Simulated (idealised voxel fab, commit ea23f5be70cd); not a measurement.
Title: Process Module voxel self aligned vias
Xsec cut, 145 nm wide, square cell size 5 nm.
Cross-section, as written here: a square-cell grid given band by band from the top down, where a band holds one or more rows of cells. First you get the band's top height and its bottom height, in nm, and then the materials it's made of, left to right, with each width in nm. If you see a single material with "throughout", that one covers the band edge to edge. "blank" is empty space. Ref level 0: as-received wafer is one material below here. Bottom band extends down with no lower bound ("0 nm and below"). A width such as "30..40" changes by the same amount from each row of cells to the next, from the band's top row to its bottom row. Where the words "no alterations made" appear for a step, the cross-section shows no cell changed by that step; every cell remained as before. The list in "Enclosed internal cavities" covers empty spaces of 8 cells or more that cannot reach the top through any open way, and it gives each as width x height at distance; the distance is from the left edge, and width, height and distance are in nm. On each step's line, the part that comes after the settings is the simulator's own comment on the step. The setting "overlay nm" may be written on the line of a step. When the step uses a mask, the value reports how far to the right of the planned place the mask lay, and a negative value reports that it lay to the left.

### Set out below are the planned steps of the process
1) RECEIVE,material Si
2) CONFORMAL_DEP,material SiO2,thk nm 10
3) CONFORMAL_DEP,material SiCN,thk nm 5
4) DIRECTIONAL_DEP,material SiO2,thk nm 20
5) MASKED_ETCH,tone open,mask id LINES,width nm 20,pitch nm 45,etch materials SiO2,depth nm 20,overlay nm 0
6) CONFORMAL_DEP,material TiN,thk nm 5
7) FILL_DEP,material W,thk nm 5
8) CMP,height nm 35
9) SELECTIVE_ETCH,etch materials W Ru TiN,depth nm 10
10) FILL_DEP,material SiN,thk nm 10
11) CMP,height nm 35
12) DIRECTIONAL_DEP,material SiO2,thk nm 15
13) PATTERN,tone open,mask id VIAS,material resist,width nm 30,thk nm 20,overlay nm 0
14) DIRECTIONAL_ETCH,etch materials SiO2,depth nm 15
15) DIRECTIONAL_ETCH,etch materials SiN,depth nm 10
16) STRIP,etch materials resist
17) CONFORMAL_DEP,material TiN,thk nm 5
18) FILL_DEP,material W,thk nm 5
19) CMP,height nm 50
20) CONFORMAL_DEP,material SiCN,thk nm 5

### Received-state cross-section, reflecting completion of step 1
	0 nm and below = Si throughout
	Enclosed internal cavities: none

### Figure: cross-sectional view of the wafer upon completion of the module, processed from the initial state and according to the plan depicted above, with one error introduced during execution
	55 nm to 50 nm = SiCN throughout
	50 nm to 40 nm = 35 nm SiO2, then 5 nm TiN, then 20 nm W, then 5 nm TiN, then 80 nm SiO2
	40 nm to 35 nm = 35 nm SiO2, then 10 nm TiN, then 10 nm W, then 10 nm TiN, then 80 nm SiO2
	35 nm to 30 nm = 40 nm SiO2, then 5 nm TiN, then 10 nm W, then 5 nm TiN, then 25 nm SiO2, then 20 nm SiN, then 40 nm SiO2
	30 nm to 25 nm = 40 nm SiO2, then 20 nm TiN, then 25 nm SiO2, then 20 nm SiN, then 40 nm SiO2
	25 nm to 20 nm = 40 nm SiO2, then 5 nm TiN, then 10 nm W, then 5 nm TiN, then 25 nm SiO2, then 5 nm TiN, then 10 nm W, then 5 nm TiN, then 40 nm SiO2
	20 nm to 15 nm = 40 nm SiO2, then 20 nm TiN, then 25 nm SiO2, then 20 nm TiN, then 40 nm SiO2
	15 nm to 5 nm = SiO2 throughout
	5 nm to 0 nm = SiCN throughout
	0 nm and below = Si throughout
	Enclosed internal cavities: none
Against the plan, the run slipped here: contrary to the plan, steps 2 and 3 were processed in exchanged order
